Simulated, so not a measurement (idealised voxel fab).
This section sets out a process module, namely voxel tone inversion.
It is cross-section cut that appears here, measuring 295 nm in width, its square cells being 5 nm in size.
Format of a cross-section: grid, square cells. Given as bands. Order: top down. Band: one or more rows of cells.
Within each band entry, the heights of the top and of the bottom of the band appear first, in that order and in nm; the materials of the band then follow from left to right, each with its corresponding width in nm. The designation "throughout" on a single material indicates that it fills the band from edge to edge; the designation "empty" indicates empty space.
Height is counted from the level 0, under which the received wafer is composed throughout of one material. The lowest of the bands is not closed at the bottom but continues downward, in the notation "0 down".
The expression "30->40" gives the width at the extremes of the band, the first number at its top row of cells and the second at its bottom row, with the width changing by equal amounts from each row to the next in between.
What does "nothing was modified" mean for a step? It means no cell of the cross-section changed in that step.
"Sealed void listing" specifies each empty space that is not open to the top and that occupies no fewer than 8 cells, using the form width x height at distance, the distance measured from the left edge and all three quantities in nm.
It should be noted that, on the line of a given step, the content following the step's settings is a remark produced by the simulator itself with respect to that step.
You can add "overlay nm" to a step's line. For a step with a mask, it describes how far the mask lay to the right of its planned position, and a negative number describes a lay to the left.
**Steps planned for the process**
step 1: RECEIVE [material Si]
step 2: CONFORMAL_DEP [material SiCN] [thk nm 5]
step 3: DIRECTIONAL_DEP [material aC] [thk nm 25]
step 4: PATTERN [tone cover] [mask id POSTS] [material resist] [width nm 15] [pitch nm 45] [thk nm 35] [overlay nm 0]
step 5: DIRECTIONAL_ETCH [etch materials aC] [depth nm 25]
step 6: STRIP [etch materials resist]
step 7: FILL_DEP [material SiO2] [thk nm 5]
step 8: CMP [height nm 30]
step 9: STRIP [etch materials aC]
**As-received wafer cross-section (after step 1)**
	0 down = Si throughout
	Sealed void listing: none
**Cross-sectional result after module completion. Note: starting condition and plan are unchanged from above; one processing mistake was made**
	30 to 5 = SiO2 105  empty 15  SiO2 30  empty 15  SiO2 30  empty 15  SiO2 85
	5 to 0 = SiCN throughout
	0 down = Si throughout
	Sealed void listing: none
Where did the run depart from the plan? step 4 off recipe, ran as PATTERN [tone cover] [mask id POSTS] [material resist] [width nm 15] [pitch nm 45] [thk nm 35] [overlay nm 10]
